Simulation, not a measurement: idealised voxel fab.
process module | voxel self aligned vias
cross-section cut | 155 nm wide | cells 5 nm
A cross-section is a grid of square cells, given in bands from the top down. A band is one or more rows of cells.
Each band's line starts with the height of the band's top and of its bottom, in nm. Then come its materials from left to right, each with its width in nm. One material with "throughout" fills the band from edge to edge. "air" is empty space.
Height 0 is the level under which the wafer as received is all one material. The lowest band goes on downwards, as in "0 down".
A width such as "30 to 40" changes by the same amount from each row of cells to the next, from the band's top row to its bottom row.
"no change" after a step means that no cell of the cross-section changed.
closed voids: empty space of 8 cells or more with no open way to the top, each as width x height at its distance from the left edge, in nm
after a step's settings: what the simulator itself notes on the step
overlay nm, on a step with a mask: how far to the right of its planned place the mask lay; to the left if negative
Each pair below shows a cross-section before one step and the cross-section after it, down to the lowest band that changed. The line under each pair gives the step between them, with its settings. The pairs can come from different runs of this module on the same starting wafer, so a pair continues from the pair above only where its "before" says so.
before
  0 down: Si throughout
  closed voids: none
after
  15 to 0: SiO2 throughout
  below 0: unchanged
  closed voids: none
the step between: op CONFORMAL_DEP | material SiO2 | thk nm 15
before: the cross-section after the pair above
after
  20 to 15: SiCN throughout
  below 15: unchanged
  closed voids: none
the step between: op CONFORMAL_DEP | material SiCN | thk nm 5
before: the cross-section after the pair above
after
  45 to 20: SiO2 throughout
  below 20: unchanged
  closed voids: none
the step between: op DIRECTIONAL_DEP | material SiO2 | thk nm 25
before: the cross-section after the pair above
after
  60 to 45: resist 35 | air 30 | resist 25 | air 30 | resist 35
  below 45: unchanged
  closed voids: none
the step between: op PATTERN | tone open | mask id LINES | material resist | width nm 30 | pitch nm 55 | thk nm 15 | overlay nm 0
before: the cross-section after the pair above
after
  60 to 45: resist 35 | air 30 | resist 25 | air 30 | resist 35
  45 to 20: SiO2 35 | air 30 | SiO2 25 | air 30 | SiO2 35
  below 20: unchanged
  closed voids: none
the step between: op DIRECTIONAL_ETCH | etch materials SiO2 | depth nm 25
before: the cross-section after the pair above
after
  45 to 20: SiO2 35 | air 30 | SiO2 25 | air 30 | SiO2 35
  below 20: unchanged
  closed voids: none
the step between: op STRIP | etch materials resist
before: the cross-section after the pair above
after
  50 to 45: TiN 40 | air 20 | TiN 35 | air 20 | TiN 40
  45 to 25: SiO2 35 | TiN 5 | air 20 | TiN 5 | SiO2 25 | TiN 5 | air 20 | TiN 5 | SiO2 35
  25 to 20: SiO2 35 | TiN 30 | SiO2 25 | TiN 30 | SiO2 35
  below 20: unchanged
  closed voids: none
the step between: op CONFORMAL_DEP | material TiN | thk nm 5
before: the cross-section after the pair above
after
  60 to 50: W throughout
  50 to 45: TiN 40 | W 20 | TiN 35 | W 20 | TiN 40
  45 to 25: SiO2 35 | TiN 5 | W 20 | TiN 5 | SiO2 25 | TiN 5 | W 20 | TiN 5 | SiO2 35
  below 25: unchanged
  closed voids: none
the step between: op FILL_DEP | material W | thk nm 10
before: the cross-section after the pair above
after
  45 to 25: SiO2 35 | TiN 5 | W 20 | TiN 5 | SiO2 25 | TiN 5 | W 20 | TiN 5 | SiO2 35
  below 25: unchanged
  closed voids: none
the step between: op CMP | height nm 45
before: the cross-section after the pair above
after
  45 to 40: SiO2 35 | air 30 | SiO2 25 | air 30 | SiO2 35
  below 40: unchanged
  closed voids: none
the step between: op SELECTIVE_ETCH | etch materials W Ru TiN | depth nm 5
before: the cross-section after the pair above
after
  55 to 45: SiN throughout
  45 to 40: SiO2 35 | SiN 30 | SiO2 25 | SiN 30 | SiO2 35
  below 40: unchanged
  closed voids: none
the step between: op FILL_DEP | material SiN | thk nm 10
before: the cross-section after the pair above
after
  45 to 40: SiO2 35 | SiN 30 | SiO2 25 | SiN 30 | SiO2 35
  below 40: unchanged
  closed voids: none
the step between: op CMP | height nm 45
before: the cross-section after the pair above
after
  60 to 45: SiO2 throughout
  below 45: unchanged
  closed voids: none
the step between: op DIRECTIONAL_DEP | material SiO2 | thk nm 15
before: the cross-section after the pair above
after
  60 to 45: SiO2 30 | air 40 | SiO2 15 | air 40 | SiO2 30
  below 45: unchanged
  closed voids: none
the step between: op MASKED_ETCH | tone open | mask id VIAS | width nm 40 | pitch nm 55 | etch materials SiO2 | depth nm 15 | overlay nm 0
before: the cross-section after the pair above
after
  60 to 45: SiO2 30 | air 40 | SiO2 15 | air 40 | SiO2 30
  45 to 40: SiO2 35 | air 30 | SiO2 25 | air 30 | SiO2 35
  below 40: unchanged
  closed voids: none
the step between: op MASKED_ETCH | tone open | mask id VIAS | width nm 40 | pitch nm 55 | etch materials SiN | depth nm 5 | overlay nm 0
before: the cross-section after the pair above
after
  65 to 60: TiN 35 | air 30 | TiN 25 | air 30 | TiN 35
  60 to 50: SiO2 30 | TiN 5 | air 30 | TiN 5 | SiO2 15 | TiN 5 | air 30 | TiN 5 | SiO2 30
  50 to 45: SiO2 30 | TiN 10 | air 20 | TiN 10 | SiO2 15 | TiN 10 | air 20 | TiN 10 | SiO2 30
  45 to 40: SiO2 35 | TiN 30 | SiO2 25 | TiN 30 | SiO2 35
  below 40: unchanged
  closed voids: none
the step between: op CONFORMAL_DEP | material TiN | thk nm 5
before: the cross-section after the pair above
after
  75 to 65: Ru throughout
  65 to 60: TiN 35 | Ru 30 | TiN 25 | Ru 30 | TiN 35
  60 to 50: SiO2 30 | TiN 5 | Ru 30 | TiN 5 | SiO2 15 | TiN 5 | Ru 30 | TiN 5 | SiO2 30
  50 to 45: SiO2 30 | TiN 10 | Ru 20 | TiN 10 | SiO2 15 | TiN 10 | Ru 20 | TiN 10 | SiO2 30
  below 45: unchanged
  closed voids: none
the step between: op FILL_DEP | material Ru | thk nm 10
before: the cross-section after the pair above
after
  60 to 50: SiO2 30 | TiN 5 | Ru 30 | TiN 5 | SiO2 15 | TiN 5 | Ru 30 | TiN 5 | SiO2 30
  below 50: unchanged
  closed voids: none
the step between: op CMP | height nm 60
before: the cross-section after the pair above
after
  65 to 60: SiCN throughout
  below 60: unchanged
  closed voids: none
the step between: op CONFORMAL_DEP | material SiCN | thk nm 5
before
  75 to 65: Ru throughout
  65 to 60: TiN 35 | Ru 30 | TiN 25 | Ru 30 | TiN 35
  60 to 50: SiO2 30 | TiN 5 | Ru 30 | TiN 5 | SiO2 15 | TiN 5 | Ru 30 | TiN 5 | SiO2 30
  50 to 45: SiO2 30 | TiN 10 | Ru 20 | TiN 10 | SiO2 15 | TiN 10 | Ru 20 | TiN 10 | SiO2 30
  45 to 40: SiO2 35 | TiN 30 | SiO2 25 | TiN 30 | SiO2 35
  40 to 25: SiO2 35 | TiN 5 | W 20 | TiN 5 | SiO2 25 | TiN 5 | W 20 | TiN 5 | SiO2 35
  25 to 20: SiO2 35 | TiN 30 | SiO2 25 | TiN 30 | SiO2 35
  20 to 15: SiCN throughout
  15 to 0: SiO2 throughout
  0 down: Si throughout
  closed voids: none
after
  80 to 75: SiCN throughout
  below 75: unchanged
  closed voids: none
the step between: op CONFORMAL_DEP | material SiCN | thk nm 5
before
  15 to 0: SiO2 throughout
  0 down: Si throughout
  closed voids: none
after
  30 to 0: SiO2 throughout
  below 0: unchanged
  closed voids: none
the step between: op CONFORMAL_DEP | material SiO2 | thk nm 15
before: the cross-section after the pair above
after
  35 to 30: SiCN throughout
  below 30: unchanged
  closed voids: none
the step between: op CONFORMAL_DEP | material SiCN | thk nm 5
before: the cross-section after the pair above
after
  60 to 35: SiO2 throughout
  below 35: unchanged
  closed voids: none
the step between: op DIRECTIONAL_DEP | material SiO2 | thk nm 25
before: the cross-section after the pair above
after
  75 to 60: resist 35 | air 30 | resist 25 | air 30 | resist 35
  below 60: unchanged
  closed voids: none
the step between: op PATTERN | tone open | mask id LINES | material resist | width nm 30 | pitch nm 55 | thk nm 15 | overlay nm 0
before: the cross-section after the pair above
after
  75 to 60: resist 35 | air 30 | resist 25 | air 30 | resist 35
  60 to 35: SiO2 35 | air 30 | SiO2 25 | air 30 | SiO2 35
  below 35: unchanged
  closed voids: none
the step between: op DIRECTIONAL_ETCH | etch materials SiO2 | depth nm 25
before: the cross-section after the pair above
after
  60 to 35: SiO2 35 | air 30 | SiO2 25 | air 30 | SiO2 35
  below 35: unchanged
  closed voids: none
the step between: op STRIP | etch materials resist
before: the cross-section after the pair above
after
  65 to 60: TiN 40 | air 20 | TiN 35 | air 20 | TiN 40
  60 to 40: SiO2 35 | TiN 5 | air 20 | TiN 5 | SiO2 25 | TiN 5 | air 20 | TiN 5 | SiO2 35
  40 to 35: SiO2 35 | TiN 30 | SiO2 25 | TiN 30 | SiO2 35
  below 35: unchanged
  closed voids: none
the step between: op CONFORMAL_DEP | material TiN | thk nm 5
before: the cross-section after the pair above
after
  75 to 65: W throughout
  65 to 60: TiN 40 | W 20 | TiN 35 | W 20 | TiN 40
  60 to 40: SiO2 35 | TiN 5 | W 20 | TiN 5 | SiO2 25 | TiN 5 | W 20 | TiN 5 | SiO2 35
  below 40: unchanged
  closed voids: none
the step between: op FILL_DEP | material W | thk nm 10
before: the cross-section after the pair above
after
  45 to 40: SiO2 35 | TiN 5 | W 20 | TiN 5 | SiO2 25 | TiN 5 | W 20 | TiN 5 | SiO2 35
  below 40: unchanged
  closed voids: none
the step between: op CMP | height nm 45
before: the cross-section after the pair above
after
  45 to 40: SiO2 35 | air 30 | SiO2 25 | air 30 | SiO2 35
  below 40: unchanged
  closed voids: none
the step between: op SELECTIVE_ETCH | etch materials W Ru TiN | depth nm 5
before: the cross-section after the pair above
after
  55 to 45: SiN throughout
  45 to 40: SiO2 35 | SiN 30 | SiO2 25 | SiN 30 | SiO2 35
  below 40: unchanged
  closed voids: none
the step between: op FILL_DEP | material SiN | thk nm 10
before: the cross-section after the pair above
after
  45 to 40: SiO2 35 | SiN 30 | SiO2 25 | SiN 30 | SiO2 35
  below 40: unchanged
  closed voids: none
the step between: op CMP | height nm 45
before: the cross-section after the pair above
after
  60 to 45: SiO2 throughout
  below 45: unchanged
  closed voids: none
the step between: op DIRECTIONAL_DEP | material SiO2 | thk nm 15
before: the cross-section after the pair above
after
  60 to 45: SiO2 30 | air 40 | SiO2 15 | air 40 | SiO2 30
  below 45: unchanged
  closed voids: none
the step between: op MASKED_ETCH | tone open | mask id VIAS | width nm 40 | pitch nm 55 | etch materials SiO2 | depth nm 15 | overlay nm 0
before: the cross-section after the pair above
after
  60 to 45: SiO2 30 | air 40 | SiO2 15 | air 40 | SiO2 30
  45 to 40: SiO2 35 | air 30 | SiO2 25 | air 30 | SiO2 35
  below 40: unchanged
  closed voids: none
the step between: op MASKED_ETCH | tone open | mask id VIAS | width nm 40 | pitch nm 55 | etch materials SiN | depth nm 5 | overlay nm 0
before: the cross-section after the pair above
after
  65 to 60: TiN 35 | air 30 | TiN 25 | air 30 | TiN 35
  60 to 50: SiO2 30 | TiN 5 | air 30 | TiN 5 | SiO2 15 | TiN 5 | air 30 | TiN 5 | SiO2 30
  50 to 45: SiO2 30 | TiN 10 | air 20 | TiN 10 | SiO2 15 | TiN 10 | air 20 | TiN 10 | SiO2 30
  45 to 35: SiO2 35 | TiN 30 | SiO2 25 | TiN 30 | SiO2 35
  below 35: unchanged
  closed voids: none
the step between: op CONFORMAL_DEP | material TiN | thk nm 5
before: the cross-section after the pair above
after
  75 to 65: Ru throughout
  65 to 60: TiN 35 | Ru 30 | TiN 25 | Ru 30 | TiN 35
  60 to 50: SiO2 30 | TiN 5 | Ru 30 | TiN 5 | SiO2 15 | TiN 5 | Ru 30 | TiN 5 | SiO2 30
  50 to 45: SiO2 30 | TiN 10 | Ru 20 | TiN 10 | SiO2 15 | TiN 10 | Ru 20 | TiN 10 | SiO2 30
  below 45: unchanged
  closed voids: none
the step between: op FILL_DEP | material Ru | thk nm 10
before: the cross-section after the pair above
after
  60 to 50: SiO2 30 | TiN 5 | Ru 30 | TiN 5 | SiO2 15 | TiN 5 | Ru 30 | TiN 5 | SiO2 30
  below 50: unchanged
  closed voids: none
the step between: op CMP | height nm 60
before: the cross-section after the pair above
after
  65 to 60: SiCN throughout
  below 60: unchanged
  closed voids: none
the step between: op CONFORMAL_DEP | material SiCN | thk nm 5
before
  15 to 0: SiO2 throughout
  0 down: Si throughout
  closed voids: none
after
  40 to 0: SiO2 throughout
  below 0: unchanged
  closed voids: none
the step between: op DIRECTIONAL_DEP | material SiO2 | thk nm 25
before: the cross-section after the pair above
after
  45 to 40: SiCN throughout
  below 40: unchanged
  closed voids: none
the step between: op CONFORMAL_DEP | material SiCN | thk nm 5
before: the cross-section after the pair above
after
  60 to 45: resist 35 | air 30 | resist 25 | air 30 | resist 35
  below 45: unchanged
  closed voids: none
the step between: op PATTERN | tone open | mask id LINES | material resist | width nm 30 | pitch nm 55 | thk nm 15 | overlay nm 0
before: the cross-section after the pair above
after
  45 to 40: SiCN throughout
  below 40: unchanged
  closed voids: none
the step between: op STRIP | etch materials resist
before: the cross-section after the pair above
after
  50 to 45: TiN throughout
  below 45: unchanged
  closed voids: none
the step between: op CONFORMAL_DEP | material TiN | thk nm 5
before: the cross-section after the pair above
after
  60 to 50: W throughout
  below 50: unchanged
  closed voids: none
the step between: op FILL_DEP | material W | thk nm 10
before: the cross-section after the pair above
after
  45 to 40: SiCN throughout
  below 40: unchanged
  closed voids: none
the step between: op CMP | height nm 45
before: the cross-section after the pair above
after
  55 to 45: SiN throughout
  below 45: unchanged
  closed voids: none
the step between: op FILL_DEP | material SiN | thk nm 10
before: the cross-section after the pair above
after
  45 to 40: SiCN throughout
  below 40: unchanged
  closed voids: none
the step between: op CMP | height nm 45
before: the cross-section after the pair above
after
  60 to 45: SiO2 throughout
  below 45: unchanged
  closed voids: none
the step between: op DIRECTIONAL_DEP | material SiO2 | thk nm 15
before: the cross-section after the pair above
after
  60 to 45: SiO2 30 | air 40 | SiO2 15 | air 40 | SiO2 30
  below 45: unchanged
  closed voids: none
the step between: op MASKED_ETCH | tone open | mask id VIAS | width nm 40 | pitch nm 55 | etch materials SiO2 | depth nm 15 | overlay nm 0
before: the cross-section after the pair above
after
  65 to 60: TiN 35 | air 30 | TiN 25 | air 30 | TiN 35
  60 to 50: SiO2 30 | TiN 5 | air 30 | TiN 5 | SiO2 15 | TiN 5 | air 30 | TiN 5 | SiO2 30
  50 to 45: SiO2 30 | TiN 40 | SiO2 15 | TiN 40 | SiO2 30
  below 45: unchanged
  closed voids: none
the step between: op CONFORMAL_DEP | material TiN | thk nm 5
before: the cross-section after the pair above
after
  75 to 65: Ru throughout
  65 to 60: TiN 35 | Ru 30 | TiN 25 | Ru 30 | TiN 35
  60 to 50: SiO2 30 | TiN 5 | Ru 30 | TiN 5 | SiO2 15 | TiN 5 | Ru 30 | TiN 5 | SiO2 30
  below 50: unchanged
  closed voids: none
the step between: op FILL_DEP | material Ru | thk nm 10
before: the cross-section after the pair above
after
  60 to 50: SiO2 30 | TiN 5 | Ru 30 | TiN 5 | SiO2 15 | TiN 5 | Ru 30 | TiN 5 | SiO2 30
  below 50: unchanged
  closed voids: none
the step between: op CMP | height nm 60
before: the cross-section after the pair above
after
  65 to 60: SiCN throughout
  below 60: unchanged
  closed voids: none
the step between: op CONFORMAL_DEP | material SiCN | thk nm 5
before
  0 down: Si throughout
  closed voids: none
after
  20 to 0: SiO2 throughout
  below 0: unchanged
  closed voids: none
the step between: op CONFORMAL_DEP | material SiO2 | thk nm 20
before: the cross-section after the pair above
after
  25 to 20: SiCN throughout
  below 20: unchanged
  closed voids: none
the step between: op CONFORMAL_DEP | material SiCN | thk nm 5
before: the cross-section after the pair above
after
  50 to 25: SiO2 throughout
  below 25: unchanged
  closed voids: none
the step between: op DIRECTIONAL_DEP | material SiO2 | thk nm 25
before: the cross-section after the pair above
after
  65 to 50: resist 35 | air 30 | resist 25 | air 30 | resist 35
  below 50: unchanged
  closed voids: none
the step between: op PATTERN | tone open | mask id LINES | material resist | width nm 30 | pitch nm 55 | thk nm 15 | overlay nm 0
before: the cross-section after the pair above
after
  65 to 50: resist 35 | air 30 | resist 25 | air 30 | resist 35
  50 to 25: SiO2 35 | air 30 | SiO2 25 | air 30 | SiO2 35
  below 25: unchanged
  closed voids: none
the step between: op DIRECTIONAL_ETCH | etch materials SiO2 | depth nm 25
before: the cross-section after the pair above
after
  50 to 25: SiO2 35 | air 30 | SiO2 25 | air 30 | SiO2 35
  below 25: unchanged
  closed voids: none
the step between: op STRIP | etch materials resist
before: the cross-section after the pair above
after
  55 to 50: TiN 40 | air 20 | TiN 35 | air 20 | TiN 40
  50 to 30: SiO2 35 | TiN 5 | air 20 | TiN 5 | SiO2 25 | TiN 5 | air 20 | TiN 5 | SiO2 35
  30 to 25: SiO2 35 | TiN 30 | SiO2 25 | TiN 30 | SiO2 35
  below 25: unchanged
  closed voids: none
the step between: op CONFORMAL_DEP | material TiN | thk nm 5
before: the cross-section after the pair above
after
  65 to 55: W throughout
  55 to 50: TiN 40 | W 20 | TiN 35 | W 20 | TiN 40
  50 to 30: SiO2 35 | TiN 5 | W 20 | TiN 5 | SiO2 25 | TiN 5 | W 20 | TiN 5 | SiO2 35
  below 30: unchanged
  closed voids: none
the step between: op FILL_DEP | material W | thk nm 10
before: the cross-section after the pair above
after
  45 to 30: SiO2 35 | TiN 5 | W 20 | TiN 5 | SiO2 25 | TiN 5 | W 20 | TiN 5 | SiO2 35
  below 30: unchanged
  closed voids: none
the step between: op CMP | height nm 45
before: the cross-section after the pair above
after
  45 to 40: SiO2 35 | air 30 | SiO2 25 | air 30 | SiO2 35
  below 40: unchanged
  closed voids: none
the step between: op SELECTIVE_ETCH | etch materials W Ru TiN | depth nm 5
before: the cross-section after the pair above
after
  55 to 45: SiN throughout
  45 to 40: SiO2 35 | SiN 30 | SiO2 25 | SiN 30 | SiO2 35
  below 40: unchanged
  closed voids: none
the step between: op FILL_DEP | material SiN | thk nm 10
before: the cross-section after the pair above
after
  45 to 40: SiO2 35 | SiN 30 | SiO2 25 | SiN 30 | SiO2 35
  below 40: unchanged
  closed voids: none
the step between: op CMP | height nm 45
before: the cross-section after the pair above
after
  60 to 45: SiO2 throughout
  below 45: unchanged
  closed voids: none
the step between: op DIRECTIONAL_DEP | material SiO2 | thk nm 15
before: the cross-section after the pair above
after
  60 to 45: SiO2 30 | air 40 | SiO2 15 | air 40 | SiO2 30
  below 45: unchanged
  closed voids: none
the step between: op MASKED_ETCH | tone open | mask id VIAS | width nm 40 | pitch nm 55 | etch materials SiO2 | depth nm 15 | overlay nm 0
before: the cross-section after the pair above
after
  60 to 45: SiO2 30 | air 40 | SiO2 15 | air 40 | SiO2 30
  45 to 40: SiO2 35 | air 30 | SiO2 25 | air 30 | SiO2 35
  below 40: unchanged
  closed voids: none
the step between: op MASKED_ETCH | tone open | mask id VIAS | width nm 40 | pitch nm 55 | etch materials SiN | depth nm 5 | overlay nm 0
before: the cross-section after the pair above
after
  65 to 60: TiN 35 | air 30 | TiN 25 | air 30 | TiN 35
  60 to 50: SiO2 30 | TiN 5 | air 30 | TiN 5 | SiO2 15 | TiN 5 | air 30 | TiN 5 | SiO2 30
  50 to 45: SiO2 30 | TiN 10 | air 20 | TiN 10 | SiO2 15 | TiN 10 | air 20 | TiN 10 | SiO2 30
  45 to 40: SiO2 35 | TiN 30 | SiO2 25 | TiN 30 | SiO2 35
  below 40: unchanged
  closed voids: none
the step between: op CONFORMAL_DEP | material TiN | thk nm 5
before: the cross-section after the pair above
after
  75 to 65: Ru throughout
  65 to 60: TiN 35 | Ru 30 | TiN 25 | Ru 30 | TiN 35
  60 to 50: SiO2 30 | TiN 5 | Ru 30 | TiN 5 | SiO2 15 | TiN 5 | Ru 30 | TiN 5 | SiO2 30
  50 to 45: SiO2 30 | TiN 10 | Ru 20 | TiN 10 | SiO2 15 | TiN 10 | Ru 20 | TiN 10 | SiO2 30
  below 45: unchanged
  closed voids: none
the step between: op FILL_DEP | material Ru | thk nm 10
before: the cross-section after the pair above
after
  60 to 50: SiO2 30 | TiN 5 | Ru 30 | TiN 5 | SiO2 15 | TiN 5 | Ru 30 | TiN 5 | SiO2 30
  below 50: unchanged
  closed voids: none
the step between: op CMP | height nm 60
before: the cross-section after the pair above
after
  65 to 60: SiCN throughout
  below 60: unchanged
  closed voids: none
the step between: op CONFORMAL_DEP | material SiCN | thk nm 5
before
  60 to 45: SiO2 throughout
  45 to 40: SiO2 35 | SiN 30 | SiO2 25 | SiN 30 | SiO2 35
  40 to 25: SiO2 35 | TiN 5 | W 20 | TiN 5 | SiO2 25 | TiN 5 | W 20 | TiN 5 | SiO2 35
  25 to 20: SiO2 35 | TiN 30 | SiO2 25 | TiN 30 | SiO2 35
  20 to 15: SiCN throughout
  15 to 0: SiO2 throughout
  0 down: Si throughout
  closed voids: none
after
  60 to 45: SiO2 35 | air 35 | SiO2 20 | air 35 | SiO2 30
  below 45: unchanged
  closed voids: none
the step between: op MASKED_ETCH | tone open | mask id VIAS | width nm 35 | pitch nm 55 | etch materials SiO2 | depth nm 15 | overlay nm 0
before: the cross-section after the pair above
after
  60 to 45: SiO2 35 | air 35 | SiO2 20 | air 35 | SiO2 30
  45 to 40: SiO2 35 | air 30 | SiO2 25 | air 30 | SiO2 35
  below 40: unchanged
  closed voids: none
the step between: op MASKED_ETCH | tone open | mask id VIAS | width nm 40 | pitch nm 55 | etch materials SiN | depth nm 5 | overlay nm 0
before: the cross-section after the pair above
after
  65 to 60: TiN 40 | air 25 | TiN 30 | air 25 | TiN 35
  60 to 50: SiO2 35 | TiN 5 | air 25 | TiN 5 | SiO2 20 | TiN 5 | air 25 | TiN 5 | SiO2 30
  50 to 45: SiO2 35 | TiN 5 | air 20 | TiN 10 | SiO2 20 | TiN 5 | air 20 | TiN 10 | SiO2 30
  45 to 40: SiO2 35 | TiN 30 | SiO2 25 | TiN 30 | SiO2 35
  below 40: unchanged
  closed voids: none
the step between: op CONFORMAL_DEP | material TiN | thk nm 5
before: the cross-section after the pair above
after
  75 to 65: Ru throughout
  65 to 60: TiN 40 | Ru 25 | TiN 30 | Ru 25 | TiN 35
  60 to 50: SiO2 35 | TiN 5 | Ru 25 | TiN 5 | SiO2 20 | TiN 5 | Ru 25 | TiN 5 | SiO2 30
  50 to 45: SiO2 35 | TiN 5 | Ru 20 | TiN 10 | SiO2 20 | TiN 5 | Ru 20 | TiN 10 | SiO2 30
  below 45: unchanged
  closed voids: none
the step between: op FILL_DEP | material Ru | thk nm 10
before: the cross-section after the pair above
after
  60 to 50: SiO2 35 | TiN 5 | Ru 25 | TiN 5 | SiO2 20 | TiN 5 | Ru 25 | TiN 5 | SiO2 30
  below 50: unchanged
  closed voids: none
the step between: op CMP | height nm 60
before: the cross-section after the pair above
after
  65 to 60: SiCN throughout
  below 60: unchanged
  closed voids: none
the step between: op CONFORMAL_DEP | material SiCN | thk nm 5
before
  60 to 45: SiO2 throughout
  45 to 40: SiO2 35 | SiN 30 | SiO2 25 | SiN 30 | SiO2 35
  40 to 25: SiO2 35 | TiN 5 | W 20 | TiN 5 | SiO2 25 | TiN 5 | W 20 | TiN 5 | SiO2 35
  25 to 20: SiO2 35 | TiN 30 | SiO2 25 | TiN 30 | SiO2 35
  20 to 15: SiCN throughout
  15 to 0: SiO2 throughout
  0 down: Si throughout
  closed voids: none
after
  60 to 45: SiO2 40 | air 40 | SiO2 15 | air 40 | SiO2 20
  below 45: unchanged
  closed voids: none
the step between: op MASKED_ETCH | tone open | mask id VIAS | width nm 40 | pitch nm 55 | etch materials SiO2 | depth nm 15 | overlay nm 10
before: the cross-section after the pair above
after
  60 to 45: SiO2 40 | air 40 | SiO2 15 | air 40 | SiO2 20
  45 to 40: SiO2 35 | SiN 5 | air 25 | SiO2 25 | SiN 5 | air 25 | SiO2 35
  below 40: unchanged
  closed voids: none
the step between: op MASKED_ETCH | tone open | mask id VIAS | width nm 40 | pitch nm 55 | etch materials SiN | depth nm 5 | overlay nm 0
before: the cross-section after the pair above
after
  65 to 60: TiN 45 | air 30 | TiN 25 | air 30 | TiN 25
  60 to 50: SiO2 40 | TiN 5 | air 30 | TiN 5 | SiO2 15 | TiN 5 | air 30 | TiN 5 | SiO2 20
  50 to 45: SiO2 40 | TiN 5 | air 15 | TiN 20 | SiO2 15 | TiN 5 | air 15 | TiN 20 | SiO2 20
  45 to 40: SiO2 35 | SiN 5 | TiN 25 | SiO2 25 | SiN 5 | TiN 25 | SiO2 35
  below 40: unchanged
  closed voids: none
the step between: op CONFORMAL_DEP | material TiN | thk nm 5
before: the cross-section after the pair above
after
  75 to 65: Ru throughout
  65 to 60: TiN 45 | Ru 30 | TiN 25 | Ru 30 | TiN 25
  60 to 50: SiO2 40 | TiN 5 | Ru 30 | TiN 5 | SiO2 15 | TiN 5 | Ru 30 | TiN 5 | SiO2 20
  50 to 45: SiO2 40 | TiN 5 | Ru 15 | TiN 20 | SiO2 15 | TiN 5 | Ru 15 | TiN 20 | SiO2 20
  below 45: unchanged
  closed voids: none
the step between: op FILL_DEP | material Ru | thk nm 10
before: the cross-section after the pair above
after
  60 to 50: SiO2 40 | TiN 5 | Ru 30 | TiN 5 | SiO2 15 | TiN 5 | Ru 30 | TiN 5 | SiO2 20
  below 50: unchanged
  closed voids: none
the step between: op CMP | height nm 60
before: the cross-section after the pair above
after
  65 to 60: SiCN throughout
  below 60: unchanged
  closed voids: none
the step between: op CONFORMAL_DEP | material SiCN | thk nm 5
before
  50 to 45: TiN 40 | air 20 | TiN 35 | air 20 | TiN 40
  45 to 25: SiO2 35 | TiN 5 | air 20 | TiN 5 | SiO2 25 | TiN 5 | air 20 | TiN 5 | SiO2 35
  25 to 20: SiO2 35 | TiN 30 | SiO2 25 | TiN 30 | SiO2 35
  20 to 15: SiCN throughout
  15 to 0: SiO2 throughout
  0 down: Si throughout
  closed voids: none
after
  60 to 50: SiCN throughout
  50 to 45: TiN 40 | SiCN 20 | TiN 35 | SiCN 20 | TiN 40
  45 to 25: SiO2 35 | TiN 5 | SiCN 20 | TiN 5 | SiO2 25 | TiN 5 | SiCN 20 | TiN 5 | SiO2 35
  below 25: unchanged
  closed voids: none
the step between: op FILL_DEP | material SiCN | thk nm 10
before: the cross-section after the pair above
after
  45 to 25: SiO2 35 | TiN 5 | SiCN 20 | TiN 5 | SiO2 25 | TiN 5 | SiCN 20 | TiN 5 | SiO2 35
  below 25: unchanged
  closed voids: none
the step between: op CMP | height nm 45
before: the cross-section after the pair above
after
  45 to 40: SiO2 35 | air 5 | SiCN 20 | air 5 | SiO2 25 | air 5 | SiCN 20 | air 5 | SiO2 35
  below 40: unchanged
  closed voids: none
the step between: op SELECTIVE_ETCH | etch materials W Ru TiN | depth nm 5
before: the cross-section after the pair above
after
  55 to 45: SiN throughout
  45 to 40: SiO2 35 | SiN 5 | SiCN 20 | SiN 5 | SiO2 25 | SiN 5 | SiCN 20 | SiN 5 | SiO2 35
  below 40: unchanged
  closed voids: none
the step between: op FILL_DEP | material SiN | thk nm 10
before: the cross-section after the pair above
after
  45 to 40: SiO2 35 | SiN 5 | SiCN 20 | SiN 5 | SiO2 25 | SiN 5 | SiCN 20 | SiN 5 | SiO2 35
  below 40: unchanged
  closed voids: none
the step between: op CMP | height nm 45
before: the cross-section after the pair above
after
  60 to 45: SiO2 throughout
  below 45: unchanged
  closed voids: none
the step between: op DIRECTIONAL_DEP | material SiO2 | thk nm 15
before: the cross-section after the pair above
after
  60 to 45: SiO2 30 | air 40 | SiO2 15 | air 40 | SiO2 30
  below 45: unchanged
  closed voids: none
the step between: op MASKED_ETCH | tone open | mask id VIAS | width nm 40 | pitch nm 55 | etch materials SiO2 | depth nm 15 | overlay nm 0
before: the cross-section after the pair above
after
  60 to 45: SiO2 30 | air 40 | SiO2 15 | air 40 | SiO2 30
  45 to 40: SiO2 35 | air 5 | SiCN 20 | air 5 | SiO2 25 | air 5 | SiCN 20 | air 5 | SiO2 35
  below 40: unchanged
  closed voids: none
the step between: op MASKED_ETCH | tone open | mask id VIAS | width nm 40 | pitch nm 55 | etch materials SiN | depth nm 5 | overlay nm 0
before: the cross-section after the pair above
after
  65 to 60: TiN 35 | air 30 | TiN 25 | air 30 | TiN 35
  60 to 50: SiO2 30 | TiN 5 | air 30 | TiN 5 | SiO2 15 | TiN 5 | air 30 | TiN 5 | SiO2 30
  50 to 45: SiO2 30 | TiN 40 | SiO2 15 | TiN 40 | SiO2 30
  45 to 25: SiO2 35 | TiN 5 | SiCN 20 | TiN 5 | SiO2 25 | TiN 5 | SiCN 20 | TiN 5 | SiO2 35
  below 25: unchanged
  closed voids: none
the step between: op CONFORMAL_DEP | material TiN | thk nm 5
before: the cross-section after the pair above
after
  75 to 65: Ru throughout
  65 to 60: TiN 35 | Ru 30 | TiN 25 | Ru 30 | TiN 35
  60 to 50: SiO2 30 | TiN 5 | Ru 30 | TiN 5 | SiO2 15 | TiN 5 | Ru 30 | TiN 5 | SiO2 30
  below 50: unchanged
  closed voids: none
the step between: op FILL_DEP | material Ru | thk nm 10
before: the cross-section after the pair above
after
  60 to 50: SiO2 30 | TiN 5 | Ru 30 | TiN 5 | SiO2 15 | TiN 5 | Ru 30 | TiN 5 | SiO2 30
  below 50: unchanged
  closed voids: none
the step between: op CMP | height nm 60
before: the cross-section after the pair above
after
  65 to 60: SiCN throughout
  below 60: unchanged
  closed voids: none
the step between: op CONFORMAL_DEP | material SiCN | thk nm 5
before
  45 to 20: SiO2 throughout
  20 to 15: SiCN throughout
  15 to 0: SiO2 throughout
  0 down: Si throughout
  closed voids: none
after
  60 to 45: air 35 | resist 30 | air 25 | resist 30 | air 35
  below 45: unchanged
  closed voids: none
the step between: op PATTERN | tone cover | mask id LINES | material resist | width nm 30 | pitch nm 55 | thk nm 15 | overlay nm 0
before: the cross-section after the pair above
after
  60 to 45: air 35 | resist 30 | air 25 | resist 30 | air 35
  45 to 20: air 35 | SiO2 30 | air 25 | SiO2 30 | air 35
  below 20: unchanged
  closed voids: none
the step between: op DIRECTIONAL_ETCH | etch materials SiO2 | depth nm 25
before: the cross-section after the pair above
after
  45 to 20: air 35 | SiO2 30 | air 25 | SiO2 30 | air 35
  below 20: unchanged
  closed voids: none
the step between: op STRIP | etch materials resist
